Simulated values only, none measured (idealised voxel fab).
Herein follows the process module entitled voxel lift off.
Displayed cross-section: cut, width of 195 nm, square cells sized 5 nm.
For the purposes of this document, a cross-section shall be understood as a grid of square cells, specified as bands listed in top-to-bottom order, each band consisting of one or more rows of cells. First you get the band's top height and its bottom height, in nm, and then the materials it's made of, left to right, with each width in nm. If you see a single material with "all across", that one covers the band edge to edge. "air" is empty space. Counting heights begins at 0, where everything beneath is, in the wafer as received, one material. The lowest band has no bottom; it goes on downwards, as "0 nm and below" shows. Per-row width for "30 to 40": begins at first number (top row of band), ends at second number (bottom row), increment between rows held constant. A step reported as "no alteration" is a step in which no cell of the cross-section changed. In "Trapped cavities" the enclosed voids are listed, meaning empty spaces of 8 cells or larger without any opening to the top. The form is width x height at distance, distance from the left edge, units nm. On a step's line, text after the settings is the simulator commenting on that step. What "overlay nm" on a step's line means: if the step has a mask, that mask lay this far to the right of its planned place, or, when the value is negative, to the left.
### So here's the lineup of process steps we planned
1 RECEIVE: material Si
2 CONFORMAL_DEP: material Al2O3, thk nm 15
3 PATTERN: tone open, mask id LINES, material resist, width nm 15, pitch nm 45, thk nm 30, overlay nm 0
4 DIRECTIONAL_DEP: material Ru, thk nm 15
5 STRIP: etch materials resist
6 CONFORMAL_DEP: material SiN, thk nm 5
### First out of two wafers; run went to plan
### Cross-section of the wafer at receipt, which is the condition after step 1
* 0 nm and below: Si all across
* Trapped cavities: none
### Step 2 done - wafer cross-section
* 15 nm to 0 nm: Al2O3 all across
* Anything lower than 0 is untouched.
### Step 3 done - wafer cross-section
* 45 nm to 15 nm: 20 nm resist / 15 nm air / 30 nm resist / 15 nm air / 30 nm resist / 15 nm air / 30 nm resist / 15 nm air / 25 nm resist
* Anything lower than 15 is untouched.
### Step 4 done - wafer cross-section
* 60 nm to 45 nm: 20 nm Ru / 15 nm air / 30 nm Ru / 15 nm air / 30 nm Ru / 15 nm air / 30 nm Ru / 15 nm air / 25 nm Ru
* 45 nm to 30 nm: 20 nm resist / 15 nm air / 30 nm resist / 15 nm air / 30 nm resist / 15 nm air / 30 nm resist / 15 nm air / 25 nm resist
* 30 nm to 15 nm: 20 nm resist / 15 nm Ru / 30 nm resist / 15 nm Ru / 30 nm resist / 15 nm Ru / 30 nm resist / 15 nm Ru / 25 nm resist
* Anything lower than 15 is untouched.
### Step 5 done - wafer cross-section
* 30 nm to 15 nm: 20 nm air / 15 nm Ru / 30 nm air / 15 nm Ru / 30 nm air / 15 nm Ru / 30 nm air / 15 nm Ru / 25 nm air
* Anything lower than 15 is untouched.
### Step 6 done - wafer cross-section
* 35 nm to 30 nm: 15 nm air / 25 nm SiN / 20 nm air / 25 nm SiN / 20 nm air / 25 nm SiN / 20 nm air / 25 nm SiN / 20 nm air
* 30 nm to 20 nm: 15 nm air / 5 nm SiN / 15 nm Ru / 5 nm SiN / 20 nm air / 5 nm SiN / 15 nm Ru / 5 nm SiN / 20 nm air / 5 nm SiN / 15 nm Ru / 5 nm SiN / 20 nm air / 5 nm SiN / 15 nm Ru / 5 nm SiN / 20 nm air
* 20 nm to 15 nm: 20 nm SiN / 15 nm Ru / 30 nm SiN / 15 nm Ru / 30 nm SiN / 15 nm Ru / 30 nm SiN / 15 nm Ru / 25 nm SiN
* Anything lower than 15 is untouched.
### The second wafer began exactly as the first did and followed the same plan, but one mistake was made while running it; through step 2 inclusive, the two wafers are identical
### Look at the second wafer in cross-section at the time step 3 ought to have finished
* 45 nm to 15 nm: 15 nm resist / 15 nm air / 30 nm resist / 15 nm air / 30 nm resist / 15 nm air / 30 nm resist / 15 nm air / 30 nm resist
* Anything lower than 15 is untouched.
### Look at the second wafer in cross-section at the time step 4 ought to have finished
* 60 nm to 45 nm: 15 nm Ru / 15 nm air / 30 nm Ru / 15 nm air / 30 nm Ru / 15 nm air / 30 nm Ru / 15 nm air / 30 nm Ru
* 45 nm to 30 nm: 15 nm resist / 15 nm air / 30 nm resist / 15 nm air / 30 nm resist / 15 nm air / 30 nm resist / 15 nm air / 30 nm resist
* 30 nm to 15 nm: 15 nm resist / 15 nm Ru / 30 nm resist / 15 nm Ru / 30 nm resist / 15 nm Ru / 30 nm resist / 15 nm Ru / 30 nm resist
* Anything lower than 15 is untouched.
### Look at the second wafer in cross-section at the time step 5 ought to have finished
* 30 nm to 15 nm: 15 nm air / 15 nm Ru / 30 nm air / 15 nm Ru / 30 nm air / 15 nm Ru / 30 nm air / 15 nm Ru / 30 nm air
* Anything lower than 15 is untouched.
### Look at the second wafer in cross-section at the time step 6 ought to have finished
* 35 nm to 30 nm: 10 nm air / 25 nm SiN / 20 nm air / 25 nm SiN / 20 nm air / 25 nm SiN / 20 nm air / 25 nm SiN / 25 nm air
* 30 nm to 20 nm: 10 nm air / 5 nm SiN / 15 nm Ru / 5 nm SiN / 20 nm air / 5 nm SiN / 15 nm Ru / 5 nm SiN / 20 nm air / 5 nm SiN / 15 nm Ru / 5 nm SiN / 20 nm air / 5 nm SiN / 15 nm Ru / 5 nm SiN / 25 nm air
* 20 nm to 15 nm: 15 nm SiN / 15 nm Ru / 30 nm SiN / 15 nm Ru / 30 nm SiN / 15 nm Ru / 30 nm SiN / 15 nm Ru / 30 nm SiN
* Anything lower than 15 is untouched.
Deviation from plan: for step 3, the planned setting was not used; the step was instead run as PATTERN: tone open, mask id LINES, material resist, width nm 15, pitch nm 45, thk nm 30, overlay nm -5
So at the finish, the second wafer's got exactly as many cells of each material as the first, just not in the same spots.
